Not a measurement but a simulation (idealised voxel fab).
Title: Process Module voxel capacitor over wiring
We display cut, a cross-section 150 nm in width whose square cells are each 5 nm.
How to read a cross-section here: the picture is a grid of square cells, written as bands going from the top down, and any band can span one or more rows of cells.
First you get the band's top height and its bottom height, in nm, and then the materials it's made of, left to right, with each width in nm. If you see a single material with "edge to edge", that one covers the band edge to edge. "air" is empty space.
The level at which height equals 0 is the one under which the wafer, as it arrives, is entirely one material. No lower edge exists for the bottom band, which continues downward and is notated as in "0 and below".
With a width like "30 to 40", each row of cells in the band differs from the next by the same amount, the top row carrying the first number and the bottom row the second.
When a step is marked "remains unaltered", none of the cells in the cross-section changed during that step.
You'll see "Catalogued sealed voids" listing empty spaces that have no way open to the top, as long as they're 8 cells or more; the notation is width x height at distance, where the distance is from the left edge, and all of it is in nm.
What comes after the settings on a step's line is commentary from the simulator itself on that step.
When a step includes a mask, the "overlay nm" setting on its line states how far to the right of its planned place that mask lay, and negative values state how far to the left.
Planned step list for the process:
1: op RECEIVE | material Si
2: op CONFORMAL_DEP | material SiO2 | thk nm 15
3: op CONFORMAL_DEP | material SiN | thk nm 5
4: op DIRECTIONAL_DEP | material lowk | thk nm 20
5: op PATTERN | tone open | mask id METAL_1 | material resist | width nm 25 | pitch nm 90 | thk nm 20 | overlay nm 0
6: op DIRECTIONAL_ETCH | etch materials lowk | depth nm 20
7: op DIRECTIONAL_ETCH | etch materials SiN | depth nm 5
8: op STRIP | etch materials resist
9: op CONFORMAL_DEP | material TiN | thk nm 5
10: op FILL_DEP | material W | thk nm 5
11: op CMP | height nm 40
12: op CONFORMAL_DEP | material SiCN | thk nm 5
13: op DIRECTIONAL_DEP | material lowk | thk nm 20
14: op DIRECTIONAL_DEP | material aC | thk nm 15
15: op PATTERN | tone open | mask id PLUG_1 | material resist | width nm 15 | thk nm 35 | overlay nm 0
16: op DIRECTIONAL_ETCH | etch materials aC | depth nm 15
17: op STRIP | etch materials resist
18: op DIRECTIONAL_ETCH | etch materials lowk | depth nm 20
19: op DIRECTIONAL_ETCH | etch materials SiCN | depth nm 5
20: op STRIP | etch materials aC
21: op EPI | material Ru | thk nm 10
22: op EPI | material Ru | thk nm 10
23: op EPI | material Ru | thk nm 5
24: op DIRECTIONAL_DEP | material TiN | thk nm 10
25: op DIRECTIONAL_DEP | material Al2O3 | thk nm 5
26: op DIRECTIONAL_DEP | material TiN | thk nm 5
27: op PATTERN | tone cover | mask id UPPER_PLATE | material resist | width nm 70 | thk nm 20 | overlay nm 0
28: op DIRECTIONAL_ETCH | etch materials TiN | depth nm 5
29: op DIRECTIONAL_ETCH | etch materials Al2O3 | depth nm 5
30: op STRIP | etch materials resist
31: op DIRECTIONAL_DEP | material aC | thk nm 10
32: op PATTERN | tone cover | mask id LOWER_PLATE | material resist | width nm 80 | thk nm 25 | overlay nm 0
33: op DIRECTIONAL_ETCH | etch materials aC | depth nm 10
34: op STRIP | etch materials resist
35: op DIRECTIONAL_ETCH | etch materials TiN | depth nm 10
36: op STRIP | etch materials aC
37: op FILL_DEP | material SiO2 | thk nm 20
38: op CMP | height nm 100
39: op DIRECTIONAL_DEP | material aC | thk nm 15
40: op PATTERN | tone open | mask id PLUG_2 | material resist | width nm 15 | thk nm 30 | overlay nm 0
41: op DIRECTIONAL_ETCH | etch materials aC | depth nm 15
42: op STRIP | etch materials resist
43: op DIRECTIONAL_ETCH | etch materials SiO2 | depth nm 15
44: op STRIP | etch materials aC
45: op CONFORMAL_DEP | material TiN | thk nm 5
46: op FILL_DEP | material Cu | thk nm 10
47: op CMP | height nm 100
48: op CONFORMAL_DEP | material SiCN | thk nm 5
Wafer as received: cross-section following step 1:
  0 and below  Si edge to edge
  Catalogued sealed voids: none
Module complete, cross-section. Starting point and plan per above. One mistake made in running the module:
  105 down to 100  SiCN edge to edge
  100 down to 95  SiO2=25  TiN=70  SiO2=55
  95 down to 90  SiO2=25  Al2O3=70  SiO2=55
  90 down to 80  SiO2=20  TiN=80  SiO2=50
  80 down to 65  SiO2 edge to edge
  65 down to 45  lowk edge to edge
  45 down to 40  SiCN edge to edge
  40 down to 20  lowk=15  TiN=5  W=15  TiN=5  lowk=65  TiN=5  W=15  TiN=5  lowk=20
  20 down to 15  SiN=15  TiN=25  SiN=65  TiN=25  SiN=20
  15 down to 0  SiO2 edge to edge
  0 and below  Si edge to edge
  Catalogued sealed voids: none
Finding, execution versus plan: step 14 ran with different settings than intended, the actual operation and settings being op DIRECTIONAL_DEP | material SiO2 | thk nm 15
